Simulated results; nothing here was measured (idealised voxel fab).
Module name: voxel transistor to metal (process module)
Cross-sectional view cut (width: 260 nm; square cell size: 5 nm).
Heads up, the way a cross-section reads in here is a grid of square cells, handed over as bands from the top down, with every band being one or more rows of cells.
Band entry format. Leading values: height of top, height of bottom, nm. Remainder: materials in left-to-right order, each with its width in nm. Special words: "all across" on a single material, which then fills the band edge to edge; "air", empty space.
Heights are reckoned from 0. Under this level, the received wafer is all of one material. The bottommost band is open-ended downward, for example "top 0, no bottom".
When a width is written as two numbers, as in "30 to 40", the first number is the width in the top row of cells of the band and the second is the width in its bottom row, and the width changes by the same amount from each row to the next.
A step reported as "no alterations made" is a step in which no cell of the cross-section changed.
You'll see "Closed internal voids" listing empty spaces that have no way open to the top, as long as they're 8 cells or more; the notation is width x height at distance, where the distance is from the left edge, and all of it is in nm.
Read whatever lies past the settings on a step's line as the simulator's own remark about the step.
If you see "overlay nm" on a step's line and that step has a mask, it's telling you how far right of where it was planned the mask ended up; a negative number means it went left instead.
So the way this works: pairs, before and after one process step. The after picture only goes down to the lowest band that actually changed, nothing below. Step and its settings are under each pair. And watch out, pairs might come from different runs of this module, same starting wafer though, so a pair only follows on from the one above if its "Pre-step cross-section" entry tells you so.
### Pre-step cross-section
- top 140, bottom 115: 25 resist / 15 air / 115 resist / 15 air / 90 resist
- top 115, bottom 105: aC all across
- top 105, bottom 70: lowk all across
- top 70, bottom 65: SiCN all across
- top 65, bottom 50: 20 lowk / 5 SiCN / 15 W / 5 SiCN / 40 lowk / 5 SiCN / 15 W / 5 SiCN / 40 lowk / 5 SiCN / 15 W / 5 SiCN / 40 lowk / 5 SiCN / 15 W / 5 SiCN / 20 lowk
- top 50, bottom 45: 25 SiCN / 15 TiN / 50 SiCN / 15 TiN / 50 SiCN / 15 TiN / 50 SiCN / 15 TiN / 25 SiCN
- top 45, bottom 35: 25 SiO2 / 5 TiN / 5 W / 5 TiN / 50 SiO2 / 5 TiN / 5 W / 5 TiN / 50 SiO2 / 5 TiN / 5 W / 5 TiN / 50 SiO2 / 5 TiN / 5 W / 5 TiN / 25 SiO2
- top 35, bottom 20: 25 SiO2 / 5 TiN / 5 W / 5 TiN / 10 SiN / 5 SiO2 / 20 SiCN / 5 SiO2 / 10 SiN / 5 TiN / 5 W / 5 TiN / 50 SiO2 / 5 TiN / 5 W / 5 TiN / 10 SiN / 5 SiO2 / 20 SiCN / 5 SiO2 / 10 SiN / 5 TiN / 5 W / 5 TiN / 25 SiO2
- top 20, bottom 15: 25 SiO2 / 5 TiN / 5 W / 5 TiN / 10 SiN / 5 SiO2 / 20 polySi / 5 SiO2 / 10 SiN / 5 TiN / 5 W / 5 TiN / 50 SiO2 / 5 TiN / 5 W / 5 TiN / 10 SiN / 5 SiO2 / 20 polySi / 5 SiO2 / 10 SiN / 5 TiN / 5 W / 5 TiN / 25 SiO2
- top 15, bottom 10: 25 SiO2 / 15 TiN / 10 SiN / 5 SiO2 / 20 polySi / 5 SiO2 / 10 SiN / 15 TiN / 50 SiO2 / 15 TiN / 10 SiN / 5 SiO2 / 20 polySi / 5 SiO2 / 10 SiN / 15 TiN / 25 SiO2
- top 10, bottom 0: 25 SiO2 / 15 SiGe / 10 SiN / 5 SiO2 / 20 polySi / 5 SiO2 / 10 SiN / 15 SiGe / 50 SiO2 / 15 SiGe / 10 SiN / 5 SiO2 / 20 polySi / 5 SiO2 / 10 SiN / 15 SiGe / 25 SiO2
- top 0, bottom -5: 10 SiO2 / 30 SiGe / 50 SiO2 / 30 SiGe / 20 SiO2 / 30 SiGe / 50 SiO2 / 30 SiGe / 10 SiO2
- top -5, bottom -15: 15 SiO2 / 25 SiGe / 50 Si / 25 SiGe / 30 SiO2 / 25 SiGe / 50 Si / 25 SiGe / 15 SiO2
- top -15, bottom -25: 15 SiO2 / 100 Si / 30 SiO2 / 100 Si / 15 SiO2
- top -25, no bottom: Si all across
- Closed internal voids: none
### Structure After Step
- top 130, bottom 115: 25 resist / 15 air / 115 resist / 15 air / 90 resist
- top 115, bottom 105: 25 aC / 15 air / 115 aC / 15 air / 90 aC
- For the remainder of the cross-section, below 105, there is no change.
- Closed internal voids: none
Quick note on the step between the two cross-sections above: DIRECTIONAL_ETCH (etch materials aC; depth nm 10)
Pre-step cross-section: The prior state of this step coincides with the post-step cross-section of the pair just above.
### Structure After Step
- top 115, bottom 105: 25 aC / 15 air / 115 aC / 15 air / 90 aC
- For the remainder of the cross-section, below 105, there is no change.
- Closed internal voids: none
Quick note on the step between the two cross-sections above: STRIP (etch materials resist)
Pre-step cross-section: The prior state of this step coincides with the post-step cross-section of the pair just above.
### Structure After Step
- top 115, bottom 105: 25 aC / 15 air / 115 aC / 15 air / 90 aC
- top 105, bottom 85: 25 lowk / 15 air / 115 lowk / 15 air / 90 lowk
- For the remainder of the cross-section, below 85, there is no change.
- Closed internal voids: none
Quick note on the step between the two cross-sections above: DIRECTIONAL_ETCH (etch materials lowk; depth nm 20)
Pre-step cross-section: The prior state of this step coincides with the post-step cross-section of the pair just above.
### Structure After Step
- top 105, bottom 85: 25 lowk / 15 air / 115 lowk / 15 air / 90 lowk
- For the remainder of the cross-section, below 85, there is no change.
- Closed internal voids: none
Quick note on the step between the two cross-sections above: STRIP (etch materials aC)
Pre-step cross-section: The prior state of this step coincides with the post-step cross-section of the pair just above.
### Structure After Step
- top 105, bottom 70: 25 lowk / 15 air / 115 lowk / 15 air / 90 lowk
- For the remainder of the cross-section, below 70, there is no change.
- Closed internal voids: none
Quick note on the step between the two cross-sections above: MASKED_ETCH (tone open; mask id METAL_2_HOLES; width nm 15; pitch nm 130; etch materials lowk; depth nm 15; overlay nm 0)
Pre-step cross-section: The prior state of this step coincides with the post-step cross-section of the pair just above.
### Structure After Step
- top 105, bottom 70: 25 lowk / 15 air / 115 lowk / 15 air / 90 lowk
- top 70, bottom 65: 25 SiCN / 15 air / 115 SiCN / 15 air / 90 SiCN
- For the remainder of the cross-section, below 65, there is no change.
- Closed internal voids: none
Quick note on the step between the two cross-sections above: MASKED_ETCH (tone open; mask id METAL_2_HOLES; width nm 15; pitch nm 130; etch materials SiCN; depth nm 5; overlay nm 0)
Pre-step cross-section: The prior state of this step coincides with the post-step cross-section of the pair just above.
### Structure After Step
- top 110, bottom 105: 30 TiN / 5 air / 125 TiN / 5 air / 95 TiN
- top 105, bottom 70: 25 lowk / 5 TiN / 5 air / 5 TiN / 115 lowk / 5 TiN / 5 air / 5 TiN / 90 lowk
- top 70, bottom 65: 25 SiCN / 15 TiN / 115 SiCN / 15 TiN / 90 SiCN
- For the remainder of the cross-section, below 65, there is no change.
- Closed internal voids: none
Quick note on the step between the two cross-sections above: CONFORMAL_DEP (material TiN; thk nm 5)
Pre-step cross-section: The prior state of this step coincides with the post-step cross-section of the pair just above.
### Structure After Step
- top 115, bottom 110: Cu all across
- top 110, bottom 105: 30 TiN / 5 Cu / 125 TiN / 5 Cu / 95 TiN
- top 105, bottom 70: 25 lowk / 5 TiN / 5 Cu / 5 TiN / 115 lowk / 5 TiN / 5 Cu / 5 TiN / 90 lowk
- For the remainder of the cross-section, below 70, there is no change.
- Closed internal voids: none
Quick note on the step between the two cross-sections above: FILL_DEP (material Cu; thk nm 5)
Pre-step cross-section: The prior state of this step coincides with the post-step cross-section of the pair just above.
### Structure After Step
- top 105, bottom 70: 25 lowk / 5 TiN / 5 Cu / 5 TiN / 115 lowk / 5 TiN / 5 Cu / 5 TiN / 90 lowk
- For the remainder of the cross-section, below 70, there is no change.
- Closed internal voids: none
Quick note on the step between the two cross-sections above: CMP (height nm 105)
Pre-step cross-section: The prior state of this step coincides with the post-step cross-section of the pair just above.
### Structure After Step
- top 110, bottom 105: SiN all across
- For the remainder of the cross-section, below 105, there is no change.
- Closed internal voids: none
Quick note on the step between the two cross-sections above: CONFORMAL_DEP (material SiN; thk nm 5)
### Pre-step cross-section
- top 35, bottom 20: 55 air / 20 SiCN / 110 air / 20 SiCN / 55 air
- top 20, bottom 0: 55 air / 20 polySi / 110 air / 20 polySi / 55 air
- top 0, bottom -5: SiO2 all across
- top -5, bottom -25: 15 SiO2 / 100 Si / 30 SiO2 / 100 Si / 15 SiO2
- top -25, no bottom: Si all across
- Closed internal voids: none
### Structure After Step
- top 35, bottom 20: 55 air / 20 SiCN / 110 air / 20 SiCN / 55 air
- top 20, bottom 0: 55 air / 20 polySi / 110 air / 20 polySi / 55 air
- top 0, bottom -5: 55 air / 20 SiO2 / 110 air / 20 SiO2 / 55 air
- For the remainder of the cross-section, below -5, there is no change.
- Closed internal voids: none
Quick note on the step between the two cross-sections above: DIRECTIONAL_ETCH (etch materials SiO2; depth nm 5)
Pre-step cross-section: The prior state of this step coincides with the post-step cross-section of the pair just above.
### Structure After Step
- top 45, bottom 35: 45 air / 40 SiN / 90 air / 40 SiN / 45 air
- top 35, bottom 20: 45 air / 10 SiN / 20 SiCN / 10 SiN / 90 air / 10 SiN / 20 SiCN / 10 SiN / 45 air
- top 20, bottom 5: 45 air / 10 SiN / 20 polySi / 10 SiN / 90 air / 10 SiN / 20 polySi / 10 SiN / 45 air
- top 5, bottom 0: 55 SiN / 20 polySi / 110 SiN / 20 polySi / 55 SiN
- top 0, bottom -5: 55 SiN / 20 SiO2 / 110 SiN / 20 SiO2 / 55 SiN
- For the remainder of the cross-section, below -5, there is no change.
- Closed internal voids: none
Quick note on the step between the two cross-sections above: CONFORMAL_DEP (material SiN; thk nm 10)
Pre-step cross-section: The prior state of this step coincides with the post-step cross-section of the pair just above.
### Structure After Step
- top 35, bottom 20: 45 air / 10 SiN / 20 SiCN / 10 SiN / 90 air / 10 SiN / 20 SiCN / 10 SiN / 45 air
- top 20, bottom 0: 45 air / 10 SiN / 20 polySi / 10 SiN / 90 air / 10 SiN / 20 polySi / 10 SiN / 45 air
- top 0, bottom -5: 45 air / 10 SiN / 20 SiO2 / 10 SiN / 90 air / 10 SiN / 20 SiO2 / 10 SiN / 45 air
- For the remainder of the cross-section, below -5, there is no change.
- Closed internal voids: none
Quick note on the step between the two cross-sections above: DIRECTIONAL_ETCH (etch materials SiN; depth nm 10)
Pre-step cross-section: The prior state of this step coincides with the post-step cross-section of the pair just above.
### Structure After Step
- top 35, bottom 20: 45 air / 10 SiN / 20 SiCN / 10 SiN / 90 air / 10 SiN / 20 SiCN / 10 SiN / 45 air
- top 20, bottom 0: 45 air / 10 SiN / 20 polySi / 10 SiN / 90 air / 10 SiN / 20 polySi / 10 SiN / 45 air
- top 0, bottom -5: 45 air / 10 SiN / 20 SiO2 / 10 SiN / 90 air / 10 SiN / 20 SiO2 / 10 SiN / 45 air
- top -5, bottom -10: 15 air / 100 Si / 30 air / 100 Si / 15 air
- For the remainder of the cross-section, below -10, there is no change.
- Closed internal voids: none
Quick note on the step between the two cross-sections above: DIRECTIONAL_ETCH (etch materials SiO2; depth nm 5)
Pre-step cross-section: The prior state of this step coincides with the post-step cross-section of the pair just above.
### Structure After Step
- top 35, bottom 20: 45 air / 10 SiN / 20 SiCN / 10 SiN / 90 air / 10 SiN / 20 SiCN / 10 SiN / 45 air
- top 20, bottom 0: 45 air / 10 SiN / 20 polySi / 10 SiN / 90 air / 10 SiN / 20 polySi / 10 SiN / 45 air
- top 0, bottom -5: 45 air / 10 SiN / 20 SiO2 / 10 SiN / 90 air / 10 SiN / 20 SiO2 / 10 SiN / 45 air
- top -5, bottom -10: 45 air / 40 Si / 90 air / 40 Si / 45 air
- top -10, bottom -15: 15 SiO2 / 30 air / 40 Si / 30 air / 30 SiO2 / 30 air / 40 Si / 30 air / 15 SiO2
- For the remainder of the cross-section, below -15, there is no change.
- Closed internal voids: none
Quick note on the step between the two cross-sections above: DIRECTIONAL_ETCH (etch materials Si; depth nm 10)
Pre-step cross-section: The prior state of this step coincides with the post-step cross-section of the pair just above.
### Structure After Step
- top 35, bottom 20: 45 air / 10 SiN / 20 SiCN / 10 SiN / 90 air / 10 SiN / 20 SiCN / 10 SiN / 45 air
- top 20, bottom 10: 45 air / 10 SiN / 20 polySi / 10 SiN / 90 air / 10 SiN / 20 polySi / 10 SiN / 45 air
- top 10, bottom 0: 30 air / 15 SiGe / 10 SiN / 20 polySi / 10 SiN / 15 SiGe / 60 air / 15 SiGe / 10 SiN / 20 polySi / 10 SiN / 15 SiGe / 30 air
- top 0, bottom -5: 5 air / 40 SiGe / 10 SiN / 20 SiO2 / 10 SiN / 40 SiGe / 10 air / 40 SiGe / 10 SiN / 20 SiO2 / 10 SiN / 40 SiGe / 5 air
- top -5, bottom -10: 5 air / 40 SiGe / 40 Si / 40 SiGe / 10 air / 40 SiGe / 40 Si / 40 SiGe / 5 air
- top -10, bottom -15: 15 SiO2 / 30 SiGe / 40 Si / 30 SiGe / 30 SiO2 / 30 SiGe / 40 Si / 30 SiGe / 15 SiO2
- For the remainder of the cross-section, below -15, there is no change.
- Closed internal voids: none
Quick note on the step between the two cross-sections above: EPI (material SiGe; thk nm 15)
Pre-step cross-section: The prior state of this step coincides with the post-step cross-section of the pair just above.
### Structure After Step
- top 40, bottom 35: SiO2 all across
- top 35, bottom 20: 45 SiO2 / 10 SiN / 20 SiCN / 10 SiN / 90 SiO2 / 10 SiN / 20 SiCN / 10 SiN / 45 SiO2
- top 20, bottom 10: 45 SiO2 / 10 SiN / 20 polySi / 10 SiN / 90 SiO2 / 10 SiN / 20 polySi / 10 SiN / 45 SiO2
- top 10, bottom 0: 30 SiO2 / 15 SiGe / 10 SiN / 20 polySi / 10 SiN / 15 SiGe / 60 SiO2 / 15 SiGe / 10 SiN / 20 polySi / 10 SiN / 15 SiGe / 30 SiO2
- top 0, bottom -5: 5 SiO2 / 40 SiGe / 10 SiN / 20 SiO2 / 10 SiN / 40 SiGe / 10 SiO2 / 40 SiGe / 10 SiN / 20 SiO2 / 10 SiN / 40 SiGe / 5 SiO2
- top -5, bottom -15: 5 to 15 SiO2 / 40 to 30 SiGe / 40 Si / 40 to 30 SiGe / 10 to 30 SiO2 / 40 to 30 SiGe / 40 Si / 40 to 30 SiGe / 5 to 15 SiO2
- For the remainder of the cross-section, below -15, there is no change.
- Closed internal voids: none
Quick note on the step between the two cross-sections above: FILL_DEP (material SiO2; thk nm 5)
Pre-step cross-section: The prior state of this step coincides with the post-step cross-section of the pair just above.
### Structure After Step
- top 35, bottom 20: 45 SiO2 / 10 SiN / 20 SiCN / 10 SiN / 90 SiO2 / 10 SiN / 20 SiCN / 10 SiN / 45 SiO2
- For the remainder of the cross-section, below 20, there is no change.
- Closed internal voids: none
Quick note on the step between the two cross-sections above: CMP (height nm 35)
Pre-step cross-section: The prior state of this step coincides with the post-step cross-section of the pair just above.
### Structure After Step
- top 45, bottom 35: SiO2 all across
- For the remainder of the cross-section, below 35, there is no change.
- Closed internal voids: none
Quick note on the step between the two cross-sections above: DIRECTIONAL_DEP (material SiO2; thk nm 10)
Pre-step cross-section: The prior state of this step coincides with the post-step cross-section of the pair just above.
### Structure After Step
- top 60, bottom 45: aC all across
- For the remainder of the cross-section, below 45, there is no change.
- Closed internal voids: none
Quick note on the step between the two cross-sections above: DIRECTIONAL_DEP (material aC; thk nm 15)
Pre-step cross-section: The prior state of this step coincides with the post-step cross-section of the pair just above.
### Structure After Step
- top 95, bottom 60: 25 resist / 15 air / 50 resist / 15 air / 50 resist / 15 air / 50 resist / 15 air / 25 resist
- For the remainder of the cross-section, below 60, there is no change.
- Closed internal voids: none
Quick note on the step between the two cross-sections above: PATTERN (tone open; mask id CONTACT; material resist; width nm 15; pitch nm 65; thk nm 35; overlay nm 0)
Pre-step cross-section: The prior state of this step coincides with the post-step cross-section of the pair just above.
### Structure After Step
- top 80, bottom 60: 25 resist / 15 air / 50 resist / 15 air / 50 resist / 15 air / 50 resist / 15 air / 25 resist
- top 60, bottom 45: 25 aC / 15 air / 50 aC / 15 air / 50 aC / 15 air / 50 aC / 15 air / 25 aC
- For the remainder of the cross-section, below 45, there is no change.
- Closed internal voids: none
Quick note on the step between the two cross-sections above: DIRECTIONAL_ETCH (etch materials aC; depth nm 15)
Pre-step cross-section: The prior state of this step coincides with the post-step cross-section of the pair just above.
### Structure After Step
- top 60, bottom 45: 25 aC / 15 air / 50 aC / 15 air / 50 aC / 15 air / 50 aC / 15 air / 25 aC
- For the remainder of the cross-section, below 45, there is no change.
- Closed internal voids: none
Quick note on the step between the two cross-sections above: STRIP (etch materials resist)
Pre-step cross-section: The prior state of this step coincides with the post-step cross-section of the pair just above.
### Structure After Step
- top 60, bottom 45: 25 aC / 15 air / 50 aC / 15 air / 50 aC / 15 air / 50 aC / 15 air / 25 aC
- top 45, bottom 35: 25 SiO2 / 15 air / 50 SiO2 / 15 air / 50 SiO2 / 15 air / 50 SiO2 / 15 air / 25 SiO2
- top 35, bottom 20: 25 SiO2 / 15 air / 5 SiO2 / 10 SiN / 20 SiCN / 10 SiN / 5 SiO2 / 15 air / 50 SiO2 / 15 air / 5 SiO2 / 10 SiN / 20 SiCN / 10 SiN / 5 SiO2 / 15 air / 25 SiO2
- top 20, bottom 10: 25 SiO2 / 15 air / 5 SiO2 / 10 SiN / 20 polySi / 10 SiN / 5 SiO2 / 15 air / 50 SiO2 / 15 air / 5 SiO2 / 10 SiN / 20 polySi / 10 SiN / 5 SiO2 / 15 air / 25 SiO2
- For the remainder of the cross-section, below 10, there is no change.
- Closed internal voids: none
Quick note on the step between the two cross-sections above: DIRECTIONAL_ETCH (etch materials SiO2; depth nm 35)
Pre-step cross-section: The prior state of this step coincides with the post-step cross-section of the pair just above.
### Structure After Step
- top 45, bottom 35: 25 SiO2 / 15 air / 50 SiO2 / 15 air / 50 SiO2 / 15 air / 50 SiO2 / 15 air / 25 SiO2
- For the remainder of the cross-section, below 35, there is no change.
- Closed internal voids: none
Quick note on the step between the two cross-sections above: STRIP (etch materials aC)
Pre-step cross-section: The prior state of this step coincides with the post-step cross-section of the pair just above.
### Structure After Step
- top 50, bottom 45: 30 TiN / 5 air / 60 TiN / 5 air / 60 TiN / 5 air / 60 TiN / 5 air / 30 TiN
- top 45, bottom 35: 25 SiO2 / 5 TiN / 5 air / 5 TiN / 50 SiO2 / 5 TiN / 5 air / 5 TiN / 50 SiO2 / 5 TiN / 5 air / 5 TiN / 50 SiO2 / 5 TiN / 5 air / 5 TiN / 25 SiO2
- top 35, bottom 20: 25 SiO2 / 5 TiN / 5 air / 5 TiN / 5 SiO2 / 10 SiN / 20 SiCN / 10 SiN / 5 SiO2 / 5 TiN / 5 air / 5 TiN / 50 SiO2 / 5 TiN / 5 air / 5 TiN / 5 SiO2 / 10 SiN / 20 SiCN / 10 SiN / 5 SiO2 / 5 TiN / 5 air / 5 TiN / 25 SiO2
- top 20, bottom 15: 25 SiO2 / 5 TiN / 5 air / 5 TiN / 5 SiO2 / 10 SiN / 20 polySi / 10 SiN / 5 SiO2 / 5 TiN / 5 air / 5 TiN / 50 SiO2 / 5 TiN / 5 air / 5 TiN / 5 SiO2 / 10 SiN / 20 polySi / 10 SiN / 5 SiO2 / 5 TiN / 5 air / 5 TiN / 25 SiO2
- top 15, bottom 10: 25 SiO2 / 15 TiN / 5 SiO2 / 10 SiN / 20 polySi / 10 SiN / 5 SiO2 / 15 TiN / 50 SiO2 / 15 TiN / 5 SiO2 / 10 SiN / 20 polySi / 10 SiN / 5 SiO2 / 15 TiN / 25 SiO2
- For the remainder of the cross-section, below 10, there is no change.
- Closed internal voids: none
Quick note on the step between the two cross-sections above: CONFORMAL_DEP (material TiN; thk nm 5)
Pre-step cross-section: The prior state of this step coincides with the post-step cross-section of the pair just above.
### Structure After Step
- top 55, bottom 50: W all across
- top 50, bottom 45: 30 TiN / 5 W / 60 TiN / 5 W / 60 TiN / 5 W / 60 TiN / 5 W / 30 TiN
- top 45, bottom 35: 25 SiO2 / 5 TiN / 5 W / 5 TiN / 50 SiO2 / 5 TiN / 5 W / 5 TiN / 50 SiO2 / 5 TiN / 5 W / 5 TiN / 50 SiO2 / 5 TiN / 5 W / 5 TiN / 25 SiO2
- top 35, bottom 20: 25 SiO2 / 5 TiN / 5 W / 5 TiN / 5 SiO2 / 10 SiN / 20 SiCN / 10 SiN / 5 SiO2 / 5 TiN / 5 W / 5 TiN / 50 SiO2 / 5 TiN / 5 W / 5 TiN / 5 SiO2 / 10 SiN / 20 SiCN / 10 SiN / 5 SiO2 / 5 TiN / 5 W / 5 TiN / 25 SiO2
- top 20, bottom 15: 25 SiO2 / 5 TiN / 5 W / 5 TiN / 5 SiO2 / 10 SiN / 20 polySi / 10 SiN / 5 SiO2 / 5 TiN / 5 W / 5 TiN / 50 SiO2 / 5 TiN / 5 W / 5 TiN / 5 SiO2 / 10 SiN / 20 polySi / 10 SiN / 5 SiO2 / 5 TiN / 5 W / 5 TiN / 25 SiO2
- For the remainder of the cross-section, below 15, there is no change.
- Closed internal voids: none
Quick note on the step between the two cross-sections above: FILL_DEP (material W; thk nm 5)
Pre-step cross-section: The prior state of this step coincides with the post-step cross-section of the pair just above.
### Structure After Step
- top 45, bottom 35: 25 SiO2 / 5 TiN / 5 W / 5 TiN / 50 SiO2 / 5 TiN / 5 W / 5 TiN / 50 SiO2 / 5 TiN / 5 W / 5 TiN / 50 SiO2 / 5 TiN / 5 W / 5 TiN / 25 SiO2
- For the remainder of the cross-section, below 35, there is no change.
- Closed internal voids: none
Quick note on the step between the two cross-sections above: CMP (height nm 45)
Pre-step cross-section: The prior state of this step coincides with the post-step cross-section of the pair just above.
### Structure After Step
- top 50, bottom 45: TiN all across
- For the remainder of the cross-section, below 45, there is no change.
- Closed internal voids: none
Quick note on the step between the two cross-sections above: DIRECTIONAL_DEP (material TiN; thk nm 5)
Pre-step cross-section: The prior state of this step coincides with the post-step cross-section of the pair just above.
### Structure After Step
- top 65, bottom 50: W all across
- For the remainder of the cross-section, below 50, there is no change.
- Closed internal voids: none
Quick note on the step between the two cross-sections above: DIRECTIONAL_DEP (material W; thk nm 15)
Pre-step cross-section: The prior state of this step coincides with the post-step cross-section of the pair just above.
### Structure After Step
- top 75, bottom 65: aC all across
- For the remainder of the cross-section, below 65, there is no change.
- Closed internal voids: none
Quick note on the step between the two cross-sections above: DIRECTIONAL_DEP (material aC; thk nm 10)
Pre-step cross-section: The prior state of this step coincides with the post-step cross-section of the pair just above.
### Structure After Step
- top 100, bottom 75: 25 air / 15 resist / 50 air / 15 resist / 50 air / 15 resist / 50 air / 15 resist / 25 air
- For the remainder of the cross-section, below 75, there is no change.
- Closed internal voids: none
Quick note on the step between the two cross-sections above: PATTERN (tone cover; mask id METAL_1; material resist; width nm 15; pitch nm 65; thk nm 25; overlay nm 0)
Pre-step cross-section: The prior state of this step coincides with the post-step cross-section of the pair just above.
### Structure After Step
- top 90, bottom 75: 25 air / 15 resist / 50 air / 15 resist / 50 air / 15 resist / 50 air / 15 resist / 25 air
- top 75, bottom 65: 25 air / 15 aC / 50 air / 15 aC / 50 air / 15 aC / 50 air / 15 aC / 25 air
- For the remainder of the cross-section, below 65, there is no change.
- Closed internal voids: none
Quick note on the step between the two cross-sections above: DIRECTIONAL_ETCH (etch materials aC; depth nm 10)
Pre-step cross-section: The prior state of this step coincides with the post-step cross-section of the pair just above.
### Structure After Step
- top 75, bottom 65: 25 air / 15 aC / 50 air / 15 aC / 50 air / 15 aC / 50 air / 15 aC / 25 air
- For the remainder of the cross-section, below 65, there is no change.
- Closed internal voids: none
Quick note on the step between the two cross-sections above: STRIP (etch materials resist)
Pre-step cross-section: The prior state of this step coincides with the post-step cross-section of the pair just above.
### Structure After Step
- top 75, bottom 65: 25 air / 15 aC / 50 air / 15 aC / 50 air / 15 aC / 50 air / 15 aC / 25 air
- top 65, bottom 50: 25 air / 15 W / 50 air / 15 W / 50 air / 15 W / 50 air / 15 W / 25 air
- For the remainder of the cross-section, below 50, there is no change.
- Closed internal voids: none
Quick note on the step between the two cross-sections above: DIRECTIONAL_ETCH (etch materials W; depth nm 15)
Pre-step cross-section: The prior state of this step coincides with the post-step cross-section of the pair just above.
### Structure After Step
- top 75, bottom 65: 25 air / 15 aC / 50 air / 15 aC / 50 air / 15 aC / 50 air / 15 aC / 25 air
- top 65, bottom 50: 25 air / 15 W / 50 air / 15 W / 50 air / 15 W / 50 air / 15 W / 25 air
- top 50, bottom 45: 25 air / 15 TiN / 50 air / 15 TiN / 50 air / 15 TiN / 50 air / 15 TiN / 25 air
- For the remainder of the cross-section, below 45, there is no change.
- Closed internal voids: none
Quick note on the step between the two cross-sections above: DIRECTIONAL_ETCH (etch materials TiN; depth nm 5)
Pre-step cross-section: The prior state of this step coincides with the post-step cross-section of the pair just above.
### Structure After Step
- top 65, bottom 50: 25 air / 15 W / 50 air / 15 W / 50 air / 15 W / 50 air / 15 W / 25 air
- For the remainder of the cross-section, below 50, there is no change.
- Closed internal voids: none
Quick note on the step between the two cross-sections above: STRIP (etch materials aC)
Pre-step cross-section: The prior state of this step coincides with the post-step cross-section of the pair just above.
### Structure After Step
- top 70, bottom 65: 20 air / 25 SiCN / 40 air / 25 SiCN / 40 air / 25 SiCN / 40 air / 25 SiCN / 20 air
- top 65, bottom 50: 20 air / 5 SiCN / 15 W / 5 SiCN / 40 air / 5 SiCN / 15 W / 5 SiCN / 40 air / 5 SiCN / 15 W / 5 SiCN / 40 air / 5 SiCN / 15 W / 5 SiCN / 20 air
- top 50, bottom 45: 25 SiCN / 15 TiN / 50 SiCN / 15 TiN / 50 SiCN / 15 TiN / 50 SiCN / 15 TiN / 25 SiCN
- For the remainder of the cross-section, below 45, there is no change.
- Closed internal voids: none
Quick note on the step between the two cross-sections above: CONFORMAL_DEP (material SiCN; thk nm 5)
Pre-step cross-section: The prior state of this step coincides with the post-step cross-section of the pair just above.
### Structure After Step
- top 75, bottom 70: lowk all across
- top 70, bottom 65: 20 lowk / 25 SiCN / 40 lowk / 25 SiCN / 40 lowk / 25 SiCN / 40 lowk / 25 SiCN / 20 lowk
- top 65, bottom 50: 20 lowk / 5 SiCN / 15 W / 5 SiCN / 40 lowk / 5 SiCN / 15 W / 5 SiCN / 40 lowk / 5 SiCN / 15 W / 5 SiCN / 40 lowk / 5 SiCN / 15 W / 5 SiCN / 20 lowk
- For the remainder of the cross-section, below 50, there is no change.
- Closed internal voids: none
Quick note on the step between the two cross-sections above: FILL_DEP (material lowk; thk nm 5)
Pre-step cross-section: The prior state of this step coincides with the post-step cross-section of the pair just above.
### Structure After Step
- top 65, bottom 50: 20 lowk / 5 SiCN / 15 W / 5 SiCN / 40 lowk / 5 SiCN / 15 W / 5 SiCN / 40 lowk / 5 SiCN / 15 W / 5 SiCN / 40 lowk / 5 SiCN / 15 W / 5 SiCN / 20 lowk
- For the remainder of the cross-section, below 50, there is no change.
- Closed internal voids: none
Quick note on the step between the two cross-sections above: CMP (height nm 65)
Pre-step cross-section: The prior state of this step coincides with the post-step cross-section of the pair just above.
### Structure After Step
- top 70, bottom 65: SiCN all across
- For the remainder of the cross-section, below 65, there is no change.
- Closed internal voids: none
Quick note on the step between the two cross-sections above: CONFORMAL_DEP (material SiCN; thk nm 5)
Pre-step cross-section: The prior state of this step coincides with the post-step cross-section of the pair just above.
### Structure After Step
- top 105, bottom 70: lowk all across
- For the remainder of the cross-section, below 70, there is no change.
- Closed internal voids: none
Quick note on the step between the two cross-sections above: DIRECTIONAL_DEP (material lowk; thk nm 35)
Pre-step cross-section: The prior state of this step coincides with the post-step cross-section of the pair just above.
### Structure After Step
- top 115, bottom 105: aC all across
- For the remainder of the cross-section, below 105, there is no change.
- Closed internal voids: none
Quick note on the step between the two cross-sections above: DIRECTIONAL_DEP (material aC; thk nm 10)
Pre-step cross-section: The prior state of this step coincides with the post-step cross-section of the pair just above.
### Structure After Step
- top 140, bottom 115: 25 resist / 15 air / 115 resist / 15 air / 90 resist
- For the remainder of the cross-section, below 115, there is no change.
- Closed internal voids: none
Quick note on the step between the two cross-sections above: PATTERN (tone open; mask id METAL_2; material resist; width nm 15; pitch nm 130; thk nm 25; overlay nm 0)
Pre-step cross-section: The prior state of this step coincides with the post-step cross-section of the pair just above.
### Structure After Step
- top 130, bottom 115: 25 resist / 15 air / 115 resist / 15 air / 90 resist
- top 115, bottom 105: 25 aC / 15 air / 115 aC / 15 air / 90 aC
- For the remainder of the cross-section, below 105, there is no change.
- Closed internal voids: none
Quick note on the step between the two cross-sections above: DIRECTIONAL_ETCH (etch materials aC; depth nm 10)
Pre-step cross-section: The prior state of this step coincides with the post-step cross-section of the pair just above.
### Structure After Step
- top 115, bottom 105: 25 aC / 15 air / 115 aC / 15 air / 90 aC
- For the remainder of the cross-section, below 105, there is no change.
- Closed internal voids: none
Quick note on the step between the two cross-sections above: STRIP (etch materials resist)
Pre-step cross-section: The prior state of this step coincides with the post-step cross-section of the pair just above.
### Structure After Step
- top 115, bottom 105: 25 aC / 15 air / 115 aC / 15 air / 90 aC
- top 105, bottom 85: 25 lowk / 15 air / 115 lowk / 15 air / 90 lowk
- For the remainder of the cross-section, below 85, there is no change.
- Closed internal voids: none
Quick note on the step between the two cross-sections above: DIRECTIONAL_ETCH (etch materials lowk; depth nm 20)
Pre-step cross-section: The prior state of this step coincides with the post-step cross-section of the pair just above.
### Structure After Step
- top 105, bottom 85: 25 lowk / 15 air / 115 lowk / 15 air / 90 lowk
- For the remainder of the cross-section, below 85, there is no change.
- Closed internal voids: none
Quick note on the step between the two cross-sections above: STRIP (etch materials aC)
Pre-step cross-section: The prior state of this step coincides with the post-step cross-section of the pair just above.
### Structure After Step
- top 105, bottom 70: 25 lowk / 15 air / 115 lowk / 15 air / 90 lowk
- For the remainder of the cross-section, below 70, there is no change.
- Closed internal voids: none
Quick note on the step between the two cross-sections above: MASKED_ETCH (tone open; mask id METAL_2_HOLES; width nm 15; pitch nm 130; etch materials lowk; depth nm 15; overlay nm 0)
Pre-step cross-section: The prior state of this step coincides with the post-step cross-section of the pair just above.
### Structure After Step
- top 105, bottom 70: 25 lowk / 15 air / 115 lowk / 15 air / 90 lowk
- top 70, bottom 65: 25 SiCN / 15 air / 115 SiCN / 15 air / 90 SiCN
- For the remainder of the cross-section, below 65, there is no change.
- Closed internal voids: none
Quick note on the step between the two cross-sections above: MASKED_ETCH (tone open; mask id METAL_2_HOLES; width nm 15; pitch nm 130; etch materials SiCN; depth nm 5; overlay nm 0)
